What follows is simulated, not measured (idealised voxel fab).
The name of this process module is voxel self aligned contacts.
Xsec cut, 290 nm wide, square cell size 5 nm.
Cross-section format: a grid of square cells, given as bands from top to bottom; each band is one or more rows of cells. Band entry format. Leading values: height of top, height of bottom, nm. Remainder: materials in left-to-right order, each with its width in nm. Special words: "everywhere" on a single material, which then fills the band edge to edge; "empty", empty space. Heads up on the height convention: 0 is the point under which the incoming wafer is all one material, and the lowest band has no bottom, it just keeps going down, like "0..down". The two numbers in a width such as "30..40" mark its ends across the band: the first belongs to the top row of cells, the second to the bottom row, and from each row to the next the width moves by the same amount. The designation "no alteration", where it is given for a processing step, indicates that no cell of the cross-section was altered in the course of that step. Entry "Voids, enclosed" = empty spaces >= 8 cells with no open way to the top; each as width x height at distance, distance from left edge, all nm. Heads up: the bit after the settings on a step's line is the simulator's remark on that step. overlay nm: for a step with a mask, the amount by which the mask lay right of where it was planned; a negative amount means left of it.

This section lists the process steps that were planned:
- 1: RECEIVE, material Si
- 2: CONFORMAL_DEP, material SiO2, thk nm 5
- 3: DIRECTIONAL_DEP, material polySi, thk nm 25
- 4: DIRECTIONAL_DEP, material SiN, thk nm 20
- 5: DIRECTIONAL_DEP, material aC, thk nm 15
- 6: PATTERN, tone cover, mask id GATE, material resist, width nm 30, pitch nm 75, thk nm 30, overlay nm 0
- 7: DIRECTIONAL_ETCH, etch materials aC, depth nm 15
- 8: STRIP, etch materials resist
- 9: DIRECTIONAL_ETCH, etch materials SiN, depth nm 20
- 10: DIRECTIONAL_ETCH, etch materials polySi, depth nm 25
- 11: STRIP, etch materials aC
- 12: CONFORMAL_DEP, material SiN, thk nm 10
- 13: DIRECTIONAL_ETCH, etch materials SiN, depth nm 10
- 14: FILL_DEP, material SiO2, thk nm 10
- 15: CMP, height nm 55
- 16: MASKED_ETCH, tone open, mask id CONTACT, width nm 55, pitch nm 75, etch materials SiO2, depth nm 55, overlay nm -15
- 17: CONFORMAL_DEP, material TiN, thk nm 5
- 18: FILL_DEP, material W, thk nm 5
- 19: CMP, height nm 55
- 20: CONFORMAL_DEP, material SiN, thk nm 5
For clarity, it should be stated that the wafers under discussion commence in an identical condition and differ with respect to the overlay nm of step 16, the plan indicating the value that the first wafer had.

Received wafers, first of several: cross-section after step 1:
  0..down | Si everywhere
  Voids, enclosed: none

The following table contains a row per wafer, in which are reported, at the conclusion of the module, the cells of each material gained (+) or lost (-) since the wafer's receipt, with its closed voids given thereafter:
overlay nm -15 | +238 SiN | +246 SiO2 | +62 TiN | +60 W | +90 polySi | Voids, enclosed: none
overlay nm -10 | +238 SiN | +246 SiO2 | +62 TiN | +60 W | +90 polySi | Voids, enclosed: none
overlay nm -5 | +238 SiN | +246 SiO2 | +62 TiN | +60 W | +90 polySi | Voids, enclosed: none
overlay nm 0 | +238 SiN | +246 SiO2 | +62 TiN | +60 W | +90 polySi | Voids, enclosed: none
overlay nm 5 | +238 SiN | +246 SiO2 | +62 TiN | +60 W | +90 polySi | Voids, enclosed: none
overlay nm 10 | +238 SiN | +246 SiO2 | +62 TiN | +60 W | +90 polySi | Voids, enclosed: none
overlay nm 15 | +238 SiN | +246 SiO2 | +62 TiN | +60 W | +90 polySi | Voids, enclosed: none
